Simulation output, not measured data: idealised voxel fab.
The following process module bears the name voxel capacitor over wiring.
For reference, the cross-section in this document is cut, with width 200 nm and square cells of 5 nm.
In what follows, cross-sections appear as grids of square cells, described through bands that run from the top down, where every band is one or more rows of cells. The band entry comprises the height of the band's top followed by the height of its bottom, expressed in nm, and subsequently the band's materials from left to right, each stated together with its width in nm. Where a single material is marked with the word "everywhere", that material fills the band from edge to edge. The word "blank" represents empty space. Below 0: as-received wafer, all one material; heights counted from there. Lowest band: no bottom, goes on down, written "0 and below". The two numbers in a width such as "30..40" mark its ends across the band: the first belongs to the top row of cells, the second to the bottom row, and from each row to the next the width moves by the same amount. Step note "nothing altered" = no cross-section cell changed. The label "Fully sealed voids" introduces a list of the empty spaces, 8 cells or larger, that have no open way up to the top; each entry in it reads width x height at distance, where the distance is taken from the left edge and all three are stated in nm. Where a step's line continues beyond its settings, the continuation is a remark by the simulator itself on that step. "overlay nm", when on a step's line for a step with a mask, measures how far to the right of its planned place the mask lay; a negative measure means to the left. Heads up before you read on: it's before/after pairs around one process step each, after side only down to the lowest band that changed, step plus settings under the pair. Pairs can be from different runs of this module, same starting wafer, so only chain a pair onto the one above if its "Before-step section" entry says so.

**Before-step section**
* 85 down to 75  70 nm SiO2, 15 nm blank, 115 nm SiO2
* 75 down to 65  60 nm SiO2, 55 nm TiN, 85 nm SiO2
* 65 down to 60  60 nm SiO2, 55 nm Al2O3, 85 nm SiO2
* 60 down to 55  55 nm SiO2, 65 nm TiN, 80 nm SiO2
* 55 down to 50  60 nm SiCN, 15 nm TiN, 125 nm SiCN
* 50 down to 30  lowk everywhere
* 30 down to 15  55 nm SiO2, 5 nm TiN, 10 nm W, 5 nm TiN, 50 nm SiO2, 5 nm TiN, 10 nm W, 5 nm TiN, 55 nm SiO2
* 15 down to 10  55 nm SiCN, 20 nm TiN, 50 nm SiCN, 20 nm TiN, 55 nm SiCN
* 10 down to 0  SiO2 everywhere
* 0 and below  Si everywhere
* Fully sealed voids: none

**Structure After Step**
* 90 down to 85  75 nm TiN, 5 nm blank, 120 nm TiN
* 85 down to 80  70 nm SiO2, 5 nm TiN, 5 nm blank, 5 nm TiN, 115 nm SiO2
* 80 down to 75  70 nm SiO2, 15 nm TiN, 115 nm SiO2
* Below 75 it's all the same as before, nothing changed down there.
* Fully sealed voids: none
The step occurring between the two cross-sections depicted above is identified as CONFORMAL_DEP, material TiN, thk nm 5

Before-step section: The prior state of this step coincides with the post-step cross-section of the pair just above.

**Structure After Step**
* 100 down to 90  Cu everywhere
* 90 down to 85  75 nm TiN, 5 nm Cu, 120 nm TiN
* 85 down to 80  70 nm SiO2, 5 nm TiN, 5 nm Cu, 5 nm TiN, 115 nm SiO2
* Below 80 it's all the same as before, nothing changed down there.
* Fully sealed voids: none
The step occurring between the two cross-sections depicted above is identified as FILL_DEP, material Cu, thk nm 10

Before-step section: The prior state of this step coincides with the post-step cross-section of the pair just above.

**Structure After Step**
* 85 down to 80  70 nm SiO2, 5 nm TiN, 5 nm Cu, 5 nm TiN, 115 nm SiO2
* Below 80 it's all the same as before, nothing changed down there.
* Fully sealed voids: none
The step occurring between the two cross-sections depicted above is identified as CMP, height nm 85

Before-step section: The prior state of this step coincides with the post-step cross-section of the pair just above.

**Structure After Step**
* 90 down to 85  SiN everywhere
* Below 85 it's all the same as before, nothing changed down there.
* Fully sealed voids: none
The step occurring between the two cross-sections depicted above is identified as CONFORMAL_DEP, material SiN, thk nm 5

**Before-step section**
* 0 and below  Si everywhere
* Fully sealed voids: none

**Structure After Step**
* 15 down to 0  SiO2 everywhere
* Below 0 it's all the same as before, nothing changed down there.
* Fully sealed voids: none
The step occurring between the two cross-sections depicted above is identified as CONFORMAL_DEP, material SiO2, thk nm 15

Before-step section: The prior state of this step coincides with the post-step cross-section of the pair just above.

**Structure After Step**
* 20 down to 15  SiCN everywhere
* Below 15 it's all the same as before, nothing changed down there.
* Fully sealed voids: none
The step occurring between the two cross-sections depicted above is identified as CONFORMAL_DEP, material SiCN, thk nm 5

Before-step section: The prior state of this step coincides with the post-step cross-section of the pair just above.

**Structure After Step**
* 35 down to 20  SiO2 everywhere
* Below 20 it's all the same as before, nothing changed down there.
* Fully sealed voids: none
The step occurring between the two cross-sections depicted above is identified as DIRECTIONAL_DEP, material SiO2, thk nm 15

Before-step section: The prior state of this step coincides with the post-step cross-section of the pair just above.

**Structure After Step**
* 35 down to 20  55 nm SiO2, 20 nm blank, 50 nm SiO2, 20 nm blank, 55 nm SiO2
* Below 20 it's all the same as before, nothing changed down there.
* Fully sealed voids: none
The step occurring between the two cross-sections depicted above is identified as MASKED_ETCH, tone open, mask id METAL_1, width nm 20, pitch nm 70, etch materials SiO2, depth nm 15, overlay nm 0

Before-step section: The prior state of this step coincides with the post-step cross-section of the pair just above.

**Structure After Step**
* 35 down to 20  55 nm SiO2, 20 nm blank, 50 nm SiO2, 20 nm blank, 55 nm SiO2
* 20 down to 15  55 nm SiCN, 20 nm blank, 50 nm SiCN, 20 nm blank, 55 nm SiCN
* Below 15 it's all the same as before, nothing changed down there.
* Fully sealed voids: none
The step occurring between the two cross-sections depicted above is identified as MASKED_ETCH, tone open, mask id METAL_1, width nm 20, pitch nm 70, etch materials SiCN, depth nm 5, overlay nm 0

Before-step section: The prior state of this step coincides with the post-step cross-section of the pair just above.

**Structure After Step**
* 40 down to 35  60 nm TiN, 10 nm blank, 60 nm TiN, 10 nm blank, 60 nm TiN
* 35 down to 20  55 nm SiO2, 5 nm TiN, 10 nm blank, 5 nm TiN, 50 nm SiO2, 5 nm TiN, 10 nm blank, 5 nm TiN, 55 nm SiO2
* 20 down to 15  55 nm SiCN, 20 nm TiN, 50 nm SiCN, 20 nm TiN, 55 nm SiCN
* Below 15 it's all the same as before, nothing changed down there.
* Fully sealed voids: none
The step occurring between the two cross-sections depicted above is identified as CONFORMAL_DEP, material TiN, thk nm 5

Before-step section: The prior state of this step coincides with the post-step cross-section of the pair just above.

**Structure After Step**
* 50 down to 40  W everywhere
* 40 down to 35  60 nm TiN, 10 nm W, 60 nm TiN, 10 nm W, 60 nm TiN
* 35 down to 20  55 nm SiO2, 5 nm TiN, 10 nm W, 5 nm TiN, 50 nm SiO2, 5 nm TiN, 10 nm W, 5 nm TiN, 55 nm SiO2
* Below 20 it's all the same as before, nothing changed down there.
* Fully sealed voids: none
The step occurring between the two cross-sections depicted above is identified as FILL_DEP, material W, thk nm 10

Before-step section: The prior state of this step coincides with the post-step cross-section of the pair just above.

**Structure After Step**
* 30 down to 20  55 nm SiO2, 5 nm TiN, 10 nm W, 5 nm TiN, 50 nm SiO2, 5 nm TiN, 10 nm W, 5 nm TiN, 55 nm SiO2
* Below 20 it's all the same as before, nothing changed down there.
* Fully sealed voids: none
The step occurring between the two cross-sections depicted above is identified as CMP, height nm 30

Before-step section: The prior state of this step coincides with the post-step cross-section of the pair just above.

**Structure After Step**
* 35 down to 30  SiCN everywhere
* Below 30 it's all the same as before, nothing changed down there.
* Fully sealed voids: none
The step occurring between the two cross-sections depicted above is identified as CONFORMAL_DEP, material SiCN, thk nm 5

Before-step section: The prior state of this step coincides with the post-step cross-section of the pair just above.

**Structure After Step**
* 55 down to 35  lowk everywhere
* Below 35 it's all the same as before, nothing changed down there.
* Fully sealed voids: none
The step occurring between the two cross-sections depicted above is identified as DIRECTIONAL_DEP, material lowk, thk nm 20

Before-step section: The prior state of this step coincides with the post-step cross-section of the pair just above.

**Structure After Step**
* 75 down to 55  60 nm resist, 15 nm blank, 125 nm resist
* Below 55 it's all the same as before, nothing changed down there.
* Fully sealed voids: none
The step occurring between the two cross-sections depicted above is identified as PATTERN, tone open, mask id PLUG_1, material resist, width nm 15, thk nm 20, overlay nm 0

Before-step section: The prior state of this step coincides with the post-step cross-section of the pair just above.

**Structure After Step**
* 75 down to 55  60 nm resist, 15 nm blank, 125 nm resist
* 55 down to 35  60 nm lowk, 15 nm blank, 125 nm lowk
* Below 35 it's all the same as before, nothing changed down there.
* Fully sealed voids: none
The step occurring between the two cross-sections depicted above is identified as DIRECTIONAL_ETCH, etch materials lowk, depth nm 20

Before-step section: The prior state of this step coincides with the post-step cross-section of the pair just above.

**Structure After Step**
* 75 down to 55  60 nm resist, 15 nm blank, 125 nm resist
* 55 down to 35  60 nm lowk, 15 nm blank, 125 nm lowk
* 35 down to 30  60 nm SiCN, 15 nm blank, 125 nm SiCN
* Below 30 it's all the same as before, nothing changed down there.
* Fully sealed voids: none
The step occurring between the two cross-sections depicted above is identified as DIRECTIONAL_ETCH, etch materials SiCN, depth nm 5

Before-step section: The prior state of this step coincides with the post-step cross-section of the pair just above.

**Structure After Step**
* 55 down to 35  60 nm lowk, 15 nm blank, 125 nm lowk
* Below 35 it's all the same as before, nothing changed down there.
* Fully sealed voids: none
The step occurring between the two cross-sections depicted above is identified as STRIP, etch materials resist

Before-step section: The prior state of this step coincides with the post-step cross-section of the pair just above.

**Structure After Step**
* 60 down to 55  65 nm TiN, 5 nm blank, 130 nm TiN
* 55 down to 35  60 nm lowk, 5 nm TiN, 5 nm blank, 5 nm TiN, 125 nm lowk
* 35 down to 30  60 nm SiCN, 15 nm TiN, 125 nm SiCN
* Below 30 it's all the same as before, nothing changed down there.
* Fully sealed voids: none
The step occurring between the two cross-sections depicted above is identified as CONFORMAL_DEP, material TiN, thk nm 5

Before-step section: The prior state of this step coincides with the post-step cross-section of the pair just above.

**Structure After Step**
* 70 down to 60  Cu everywhere
* 60 down to 55  65 nm TiN, 5 nm Cu, 130 nm TiN
* 55 down to 35  60 nm lowk, 5 nm TiN, 5 nm Cu, 5 nm TiN, 125 nm lowk
* Below 35 it's all the same as before, nothing changed down there.
* Fully sealed voids: none
The step occurring between the two cross-sections depicted above is identified as FILL_DEP, material Cu, thk nm 10

Before-step section: The prior state of this step coincides with the post-step cross-section of the pair just above.

**Structure After Step**
* 55 down to 35  60 nm lowk, 5 nm TiN, 5 nm Cu, 5 nm TiN, 125 nm lowk
* Below 35 it's all the same as before, nothing changed down there.
* Fully sealed voids: none
The step occurring between the two cross-sections depicted above is identified as CMP, height nm 55

Before-step section: The prior state of this step coincides with the post-step cross-section of the pair just above.

**Structure After Step**
* 60 down to 55  TiN everywhere
* Below 55 it's all the same as before, nothing changed down there.
* Fully sealed voids: none
The step occurring between the two cross-sections depicted above is identified as DIRECTIONAL_DEP, material TiN, thk nm 5

Before-step section: The prior state of this step coincides with the post-step cross-section of the pair just above.

**Structure After Step**
* 65 down to 60  Al2O3 everywhere
* Below 60 it's all the same as before, nothing changed down there.
* Fully sealed voids: none
The step occurring between the two cross-sections depicted above is identified as DIRECTIONAL_DEP, material Al2O3, thk nm 5

Before-step section: The prior state of this step coincides with the post-step cross-section of the pair just above.

**Structure After Step**
* 75 down to 65  TiN everywhere
* Below 65 it's all the same as before, nothing changed down there.
* Fully sealed voids: none
The step occurring between the two cross-sections depicted above is identified as DIRECTIONAL_DEP, material TiN, thk nm 10

Before-step section: The prior state of this step coincides with the post-step cross-section of the pair just above.

**Structure After Step**
* 75 down to 65  60 nm blank, 55 nm TiN, 85 nm blank
* Below 65 it's all the same as before, nothing changed down there.
* Fully sealed voids: none
The step occurring between the two cross-sections depicted above is identified as MASKED_ETCH, tone cover, mask id UPPER_PLATE, width nm 55, etch materials TiN, depth nm 10, overlay nm 0

Before-step section: The prior state of this step coincides with the post-step cross-section of the pair just above.

**Structure After Step**
* 75 down to 65  60 nm blank, 55 nm TiN, 85 nm blank
* 65 down to 60  60 nm blank, 55 nm Al2O3, 85 nm blank
* Below 60 it's all the same as before, nothing changed down there.
* Fully sealed voids: none
The step occurring between the two cross-sections depicted above is identified as MASKED_ETCH, tone cover, mask id UPPER_PLATE, width nm 55, etch materials Al2O3, depth nm 5, overlay nm 0

Before-step section: The prior state of this step coincides with the post-step cross-section of the pair just above.

**Structure After Step**
* 75 down to 65  60 nm blank, 55 nm TiN, 85 nm blank
* 65 down to 60  60 nm blank, 55 nm Al2O3, 85 nm blank
* 60 down to 55  55 nm blank, 65 nm TiN, 80 nm blank
* Below 55 it's all the same as before, nothing changed down there.
* Fully sealed voids: none
The step occurring between the two cross-sections depicted above is identified as MASKED_ETCH, tone cover, mask id LOWER_PLATE, width nm 65, etch materials TiN, depth nm 5, overlay nm 0

Before-step section: The prior state of this step coincides with the post-step cross-section of the pair just above.

**Structure After Step**
* 90 down to 75  SiO2 everywhere
* 75 down to 65  60 nm SiO2, 55 nm TiN, 85 nm SiO2
* 65 down to 60  60 nm SiO2, 55 nm Al2O3, 85 nm SiO2
* 60 down to 55  55 nm SiO2, 65 nm TiN, 80 nm SiO2
* Below 55 it's all the same as before, nothing changed down there.
* Fully sealed voids: none
The step occurring between the two cross-sections depicted above is identified as FILL_DEP, material SiO2, thk nm 15

Before-step section: The prior state of this step coincides with the post-step cross-section of the pair just above.

**Structure After Step**
* 85 down to 75  SiO2 everywhere
* Below 75 it's all the same as before, nothing changed down there.
* Fully sealed voids: none
The step occurring between the two cross-sections depicted above is identified as CMP, height nm 85

Before-step section: The prior state of this step coincides with the post-step cross-section of the pair just above.

**Structure After Step**
* 85 down to 75  70 nm SiO2, 15 nm blank, 115 nm SiO2
* Below 75 it's all the same as before, nothing changed down there.
* Fully sealed voids: none
The step occurring between the two cross-sections depicted above is identified as MASKED_ETCH, tone open, mask id PLUG_2, width nm 15, etch materials SiO2, depth nm 10, overlay nm 0

Before-step section: The prior state of this step coincides with the post-step cross-section of the pair just above.

**Structure After Step**
* 90 down to 85  75 nm TiN, 5 nm blank, 120 nm TiN
* 85 down to 80  70 nm SiO2, 5 nm TiN, 5 nm blank, 5 nm TiN, 115 nm SiO2
* 80 down to 75  70 nm SiO2, 15 nm TiN, 115 nm SiO2
* Below 75 it's all the same as before, nothing changed down there.
* Fully sealed voids: none
The step occurring between the two cross-sections depicted above is identified as CONFORMAL_DEP, material TiN, thk nm 5

Before-step section: The prior state of this step coincides with the post-step cross-section of the pair just above.

**Structure After Step**
* 100 down to 90  Cu everywhere
* 90 down to 85  75 nm TiN, 5 nm Cu, 120 nm TiN
* 85 down to 80  70 nm SiO2, 5 nm TiN, 5 nm Cu, 5 nm TiN, 115 nm SiO2
* Below 80 it's all the same as before, nothing changed down there.
* Fully sealed voids: none
The step occurring between the two cross-sections depicted above is identified as FILL_DEP, material Cu, thk nm 10

Before-step section: The prior state of this step coincides with the post-step cross-section of the pair just above.

**Structure After Step**
* 85 down to 80  70 nm SiO2, 5 nm TiN, 5 nm Cu, 5 nm TiN, 115 nm SiO2
* Below 80 it's all the same as before, nothing changed down there.
* Fully sealed voids: none
The step occurring between the two cross-sections depicted above is identified as CMP, height nm 85

Before-step section: The prior state of this step coincides with the post-step cross-section of the pair just above.

**Structure After Step**
* 90 down to 85  SiN everywhere
* Below 85 it's all the same as before, nothing changed down there.
* Fully sealed voids: none
The step occurring between the two cross-sections depicted above is identified as CONFORMAL_DEP, material SiN, thk nm 5

**Before-step section**
* 85 down to 75  SiO2 everywhere
* 75 down to 65  60 nm SiO2, 55 nm TiN, 85 nm SiO2
* 65 down to 60  60 nm SiO2, 55 nm Al2O3, 85 nm SiO2
* 60 down to 55  55 nm SiO2, 65 nm TiN, 80 nm SiO2
* 55 down to 35  60 nm lowk, 5 nm TiN, 5 nm Cu, 5 nm TiN, 125 nm lowk
* 35 down to 30  60 nm SiCN, 15 nm TiN, 125 nm SiCN
* 30 down to 15  55 nm SiO2, 5 nm TiN, 10 nm W, 5 nm TiN, 50 nm SiO2, 5 nm TiN, 10 nm W, 5 nm TiN, 55 nm SiO2
* 15 down to 10  55 nm SiCN, 20 nm TiN, 50 nm SiCN, 20 nm TiN, 55 nm SiCN
* 10 down to 0  SiO2 everywhere
* 0 and below  Si everywhere
* Fully sealed voids: none

**Structure After Step**
* 85 down to 75  70 nm SiO2, 20 nm blank, 110 nm SiO2
* Below 75 it's all the same as before, nothing changed down there.
* Fully sealed voids: none
The step occurring between the two cross-sections depicted above is identified as MASKED_ETCH, tone open, mask id PLUG_2, width nm 20, etch materials SiO2, depth nm 10, overlay nm 0

Before-step section: The prior state of this step coincides with the post-step cross-section of the pair just above.

**Structure After Step**
* 90 down to 85  75 nm TiN, 10 nm blank, 115 nm TiN
* 85 down to 80  70 nm SiO2, 5 nm TiN, 10 nm blank, 5 nm TiN, 110 nm SiO2
* 80 down to 75  70 nm SiO2, 20 nm TiN, 110 nm SiO2
* Below 75 it's all the same as before, nothing changed down there.
* Fully sealed voids: none
The step occurring between the two cross-sections depicted above is identified as CONFORMAL_DEP, material TiN, thk nm 5

Before-step section: The prior state of this step coincides with the post-step cross-section of the pair just above.

**Structure After Step**
* 100 down to 90  Cu everywhere
* 90 down to 85  75 nm TiN, 10 nm Cu, 115 nm TiN
* 85 down to 80  70 nm SiO2, 5 nm TiN, 10 nm Cu, 5 nm TiN, 110 nm SiO2
* Below 80 it's all the same as before, nothing changed down there.
* Fully sealed voids: none
The step occurring between the two cross-sections depicted above is identified as FILL_DEP, material Cu, thk nm 10

Before-step section: The prior state of this step coincides with the post-step cross-section of the pair just above.

**Structure After Step**
* 85 down to 80  70 nm SiO2, 5 nm TiN, 10 nm Cu, 5 nm TiN, 110 nm SiO2
* Below 80 it's all the same as before, nothing changed down there.
* Fully sealed voids: none
The step occurring between the two cross-sections depicted above is identified as CMP, height nm 85

Before-step section: The prior state of this step coincides with the post-step cross-section of the pair just above.

**Structure After Step**
* 90 down to 85  SiN everywhere
* Below 85 it's all the same as before, nothing changed down there.
* Fully sealed voids: none
The step occurring between the two cross-sections depicted above is identified as CONFORMAL_DEP, material SiN, thk nm 5

**Before-step section**
* 75 down to 65  60 nm blank, 55 nm TiN, 85 nm blank
* 65 down to 60  60 nm blank, 55 nm Al2O3, 85 nm blank
* 60 down to 55  TiN everywhere
* 55 down to 35  60 nm lowk, 5 nm TiN, 5 nm Cu, 5 nm TiN, 125 nm lowk
* 35 down to 30  60 nm SiCN, 15 nm TiN, 125 nm SiCN
* 30 down to 15  55 nm SiO2, 5 nm TiN, 10 nm W, 5 nm TiN, 50 nm SiO2, 5 nm TiN, 10 nm W, 5 nm TiN, 55 nm SiO2
* 15 down to 10  55 nm SiCN, 20 nm TiN, 50 nm SiCN, 20 nm TiN, 55 nm SiCN
* 10 down to 0  SiO2 everywhere
* 0 and below  Si everywhere
* Fully sealed voids: none

**Structure After Step**
* 75 down to 65  60 nm blank, 55 nm TiN, 85 nm blank
* 65 down to 60  60 nm blank, 55 nm Al2O3, 85 nm blank
* 60 down to 55  60 nm blank, 65 nm TiN, 75 nm blank
* Below 55 it's all the same as before, nothing changed down there.
* Fully sealed voids: none
The step occurring between the two cross-sections depicted above is identified as MASKED_ETCH, tone cover, mask id LOWER_PLATE, width nm 65, etch materials TiN, depth nm 5, overlay nm 5

Before-step section: The prior state of this step coincides with the post-step cross-section of the pair just above.

**Structure After Step**
* 90 down to 75  SiO2 everywhere
* 75 down to 65  60 nm SiO2, 55 nm TiN, 85 nm SiO2
* 65 down to 60  60 nm SiO2, 55 nm Al2O3, 85 nm SiO2
* 60 down to 55  60 nm SiO2, 65 nm TiN, 75 nm SiO2
* Below 55 it's all the same as before, nothing changed down there.
* Fully sealed voids: none
The step occurring between the two cross-sections depicted above is identified as FILL_DEP, material SiO2, thk nm 15

Before-step section: The prior state of this step coincides with the post-step cross-section of the pair just above.

**Structure After Step**
* 85 down to 75  SiO2 everywhere
* Below 75 it's all the same as before, nothing changed down there.
* Fully sealed voids: none
The step occurring between the two cross-sections depicted above is identified as CMP, height nm 85

Before-step section: The prior state of this step coincides with the post-step cross-section of the pair just above.

**Structure After Step**
* 85 down to 75  70 nm SiO2, 15 nm blank, 115 nm SiO2
* Below 75 it's all the same as before, nothing changed down there.
* Fully sealed voids: none
The step occurring between the two cross-sections depicted above is identified as MASKED_ETCH, tone open, mask id PLUG_2, width nm 15, etch materials SiO2, depth nm 10, overlay nm 0

Before-step section: The prior state of this step coincides with the post-step cross-section of the pair just above.

**Structure After Step**
* 90 down to 85  75 nm TiN, 5 nm blank, 120 nm TiN
* 85 down to 80  70 nm SiO2, 5 nm TiN, 5 nm blank, 5 nm TiN, 115 nm SiO2
* 80 down to 75  70 nm SiO2, 15 nm TiN, 115 nm SiO2
* Below 75 it's all the same as before, nothing changed down there.
* Fully sealed voids: none
The step occurring between the two cross-sections depicted above is identified as CONFORMAL_DEP, material TiN, thk nm 5

Before-step section: The prior state of this step coincides with the post-step cross-section of the pair just above.

**Structure After Step**
* 100 down to 90  Cu everywhere
* 90 down to 85  75 nm TiN, 5 nm Cu, 120 nm TiN
* 85 down to 80  70 nm SiO2, 5 nm TiN, 5 nm Cu, 5 nm TiN, 115 nm SiO2
* Below 80 it's all the same as before, nothing changed down there.
* Fully sealed voids: none
The step occurring between the two cross-sections depicted above is identified as FILL_DEP, material Cu, thk nm 10

Before-step section: The prior state of this step coincides with the post-step cross-section of the pair just above.

**Structure After Step**
* 85 down to 80  70 nm SiO2, 5 nm TiN, 5 nm Cu, 5 nm TiN, 115 nm SiO2
* Below 80 it's all the same as before, nothing changed down there.
* Fully sealed voids: none
The step occurring between the two cross-sections depicted above is identified as CMP, height nm 85

Before-step section: The prior state of this step coincides with the post-step cross-section of the pair just above.

**Structure After Step**
* 90 down to 85  SiN everywhere
* Below 85 it's all the same as before, nothing changed down there.
* Fully sealed voids: none
The step occurring between the two cross-sections depicted above is identified as CONFORMAL_DEP, material SiN, thk nm 5

**Before-step section**
* 55 down to 35  60 nm lowk, 5 nm TiN, 5 nm Cu, 5 nm TiN, 125 nm lowk
* 35 down to 30  60 nm SiCN, 15 nm TiN, 125 nm SiCN
* 30 down to 15  55 nm SiO2, 5 nm TiN, 10 nm W, 5 nm TiN, 50 nm SiO2, 5 nm TiN, 10 nm W, 5 nm TiN, 55 nm SiO2
* 15 down to 10  55 nm SiCN, 20 nm TiN, 50 nm SiCN, 20 nm TiN, 55 nm SiCN
* 10 down to 0  SiO2 everywhere
* 0 and below  Si everywhere
* Fully sealed voids: none

**Structure After Step**
* 60 down to 55  SiCN everywhere
* Below 55 it's all the same as before, nothing changed down there.
* Fully sealed voids: none
The step occurring between the two cross-sections depicted above is identified as DIRECTIONAL_DEP, material SiCN, thk nm 5

Before-step section: The prior state of this step coincides with the post-step cross-section of the pair just above.

**Structure After Step**
* 65 down to 60  Al2O3 everywhere
* Below 60 it's all the same as before, nothing changed down there.
* Fully sealed voids: none
The step occurring between the two cross-sections depicted above is identified as DIRECTIONAL_DEP, material Al2O3, thk nm 5

Before-step section: The prior state of this step coincides with the post-step cross-section of the pair just above.

**Structure After Step**
* 75 down to 65  TiN everywhere
* Below 65 it's all the same as before, nothing changed down there.
* Fully sealed voids: none
The step occurring between the two cross-sections depicted above is identified as DIRECTIONAL_DEP, material TiN, thk nm 10

Before-step section: The prior state of this step coincides with the post-step cross-section of the pair just above.

**Structure After Step**
* 75 down to 65  60 nm blank, 55 nm TiN, 85 nm blank
* Below 65 it's all the same as before, nothing changed down there.
* Fully sealed voids: none
The step occurring between the two cross-sections depicted above is identified as MASKED_ETCH, tone cover, mask id UPPER_PLATE, width nm 55, etch materials TiN, depth nm 10, overlay nm 0

Before-step section: The prior state of this step coincides with the post-step cross-section of the pair just above.

**Structure After Step**
* 75 down to 65  60 nm blank, 55 nm TiN, 85 nm blank
* 65 down to 60  60 nm blank, 55 nm Al2O3, 85 nm blank
* Below 60 it's all the same as before, nothing changed down there.
* Fully sealed voids: none
The step occurring between the two cross-sections depicted above is identified as MASKED_ETCH, tone cover, mask id UPPER_PLATE, width nm 55, etch materials Al2O3, depth nm 5, overlay nm 0

Before-step section: The prior state of this step coincides with the post-step cross-section of the pair just above.

**Structure After Step**
* 90 down to 75  SiO2 everywhere
* 75 down to 65  60 nm SiO2, 55 nm TiN, 85 nm SiO2
* 65 down to 60  60 nm SiO2, 55 nm Al2O3, 85 nm SiO2
* Below 60 it's all the same as before, nothing changed down there.
* Fully sealed voids: none
The step occurring between the two cross-sections depicted above is identified as FILL_DEP, material SiO2, thk nm 15

Before-step section: The prior state of this step coincides with the post-step cross-section of the pair just above.

**Structure After Step**
* 85 down to 75  SiO2 everywhere
* Below 75 it's all the same as before, nothing changed down there.
* Fully sealed voids: none
The step occurring between the two cross-sections depicted above is identified as CMP, height nm 85

Before-step section: The prior state of this step coincides with the post-step cross-section of the pair just above.

**Structure After Step**
* 85 down to 75  70 nm SiO2, 15 nm blank, 115 nm SiO2
* Below 75 it's all the same as before, nothing changed down there.
* Fully sealed voids: none
The step occurring between the two cross-sections depicted above is identified as MASKED_ETCH, tone open, mask id PLUG_2, width nm 15, etch materials SiO2, depth nm 10, overlay nm 0

Before-step section: The prior state of this step coincides with the post-step cross-section of the pair just above.

**Structure After Step**
* 90 down to 85  75 nm TiN, 5 nm blank, 120 nm TiN
* 85 down to 80  70 nm SiO2, 5 nm TiN, 5 nm blank, 5 nm TiN, 115 nm SiO2
* 80 down to 75  70 nm SiO2, 15 nm TiN, 115 nm SiO2
* Below 75 it's all the same as before, nothing changed down there.
* Fully sealed voids: none
The step occurring between the two cross-sections depicted above is identified as CONFORMAL_DEP, material TiN, thk nm 5

Before-step section: The prior state of this step coincides with the post-step cross-section of the pair just above.

**Structure After Step**
* 100 down to 90  Cu everywhere
* 90 down to 85  75 nm TiN, 5 nm Cu, 120 nm TiN
* 85 down to 80  70 nm SiO2, 5 nm TiN, 5 nm Cu, 5 nm TiN, 115 nm SiO2
* Below 80 it's all the same as before, nothing changed down there.
* Fully sealed voids: none
The step occurring between the two cross-sections depicted above is identified as FILL_DEP, material Cu, thk nm 10

Before-step section: The prior state of this step coincides with the post-step cross-section of the pair just above.

**Structure After Step**
* 85 down to 80  70 nm SiO2, 5 nm TiN, 5 nm Cu, 5 nm TiN, 115 nm SiO2
* Below 80 it's all the same as before, nothing changed down there.
* Fully sealed voids: none
The step occurring between the two cross-sections depicted above is identified as CMP, height nm 85

Before-step section: The prior state of this step coincides with the post-step cross-section of the pair just above.

**Structure After Step**
* 90 down to 85  SiN everywhere
* Below 85 it's all the same as before, nothing changed down there.
* Fully sealed voids: none
The step occurring between the two cross-sections depicted above is identified as CONFORMAL_DEP, material SiN, thk nm 5

**Before-step section**
* 75 down to 65  60 nm blank, 55 nm TiN, 85 nm blank
* 65 down to 60  60 nm blank, 55 nm Al2O3, 85 nm blank
* 60 down to 55  TiN everywhere
* 55 down to 35  60 nm lowk, 5 nm TiN, 5 nm Cu, 5 nm TiN, 125 nm lowk
* 35 down to 30  60 nm SiCN, 15 nm TiN, 125 nm SiCN
* 30 down to 15  55 nm SiO2, 5 nm TiN, 10 nm W, 5 nm TiN, 50 nm SiO2, 5 nm TiN, 10 nm W, 5 nm TiN, 55 nm SiO2
* 15 down to 10  55 nm SiCN, 20 nm TiN, 50 nm SiCN, 20 nm TiN, 55 nm SiCN
* 10 down to 0  SiO2 everywhere
* 0 and below  Si everywhere
* Fully sealed voids: none

**Structure After Step**
* 70 down to 65  60 nm blank, 55 nm TiN, 85 nm blank
* 65 down to 60  60 nm blank, 55 nm Al2O3, 85 nm blank
* 60 down to 55  55 nm TiN, 5 nm blank, 55 nm TiN, 5 nm blank, 80 nm TiN
* Below 55 it's all the same as before, nothing changed down there.
* Fully sealed voids: none
The step occurring between the two cross-sections depicted above is identified as MASKED_ETCH, tone open, mask id LOWER_PLATE, width nm 65, etch materials TiN, depth nm 5, overlay nm 0

Before-step section: The prior state of this step coincides with the post-step cross-section of the pair just above.

**Structure After Step**
* 85 down to 70  SiO2 everywhere
* 70 down to 65  60 nm SiO2, 55 nm TiN, 85 nm SiO2
* 65 down to 60  60 nm SiO2, 55 nm Al2O3, 85 nm SiO2
* 60 down to 55  55 nm TiN, 5 nm SiO2, 55 nm TiN, 5 nm SiO2, 80 nm TiN
* Below 55 it's all the same as before, nothing changed down there.
* Fully sealed voids: none
The step occurring between the two cross-sections depicted above is identified as FILL_DEP, material SiO2, thk nm 15

Before-step section: The prior state of this step coincides with the post-step cross-section of the pair just above.

**Structure After Step**
* 85 down to 75  70 nm SiO2, 15 nm blank, 115 nm SiO2
* Below 75 it's all the same as before, nothing changed down there.
* Fully sealed voids: none
The step occurring between the two cross-sections depicted above is identified as MASKED_ETCH, tone open, mask id PLUG_2, width nm 15, etch materials SiO2, depth nm 10, overlay nm 0

Before-step section: The prior state of this step coincides with the post-step cross-section of the pair just above.

**Structure After Step**
* 90 down to 85  75 nm TiN, 5 nm blank, 120 nm TiN
* 85 down to 80  70 nm SiO2, 5 nm TiN, 5 nm blank, 5 nm TiN, 115 nm SiO2
* 80 down to 75  70 nm SiO2, 15 nm TiN, 115 nm SiO2
* Below 75 it's all the same as before, nothing changed down there.
* Fully sealed voids: none
The step occurring between the two cross-sections depicted above is identified as CONFORMAL_DEP, material TiN, thk nm 5

Before-step section: The prior state of this step coincides with the post-step cross-section of the pair just above.

**Structure After Step**
* 100 down to 90  Cu everywhere
* 90 down to 85  75 nm TiN, 5 nm Cu, 120 nm TiN
* 85 down to 80  70 nm SiO2, 5 nm TiN, 5 nm Cu, 5 nm TiN, 115 nm SiO2
* Below 80 it's all the same as before, nothing changed down there.
* Fully sealed voids: none
The step occurring between the two cross-sections depicted above is identified as FILL_DEP, material Cu, thk nm 10

Before-step section: The prior state of this step coincides with the post-step cross-section of the pair just above.

**Structure After Step**
* 85 down to 80  70 nm SiO2, 5 nm TiN, 5 nm Cu, 5 nm TiN, 115 nm SiO2
* Below 80 it's all the same as before, nothing changed down there.
* Fully sealed voids: none
The step occurring between the two cross-sections depicted above is identified as CMP, height nm 85

Before-step section: The prior state of this step coincides with the post-step cross-section of the pair just above.

**Structure After Step**
* 90 down to 85  SiN everywhere
* Below 85 it's all the same as before, nothing changed down there.
* Fully sealed voids: none
The step occurring between the two cross-sections depicted above is identified as CONFORMAL_DEP, material SiN, thk nm 5
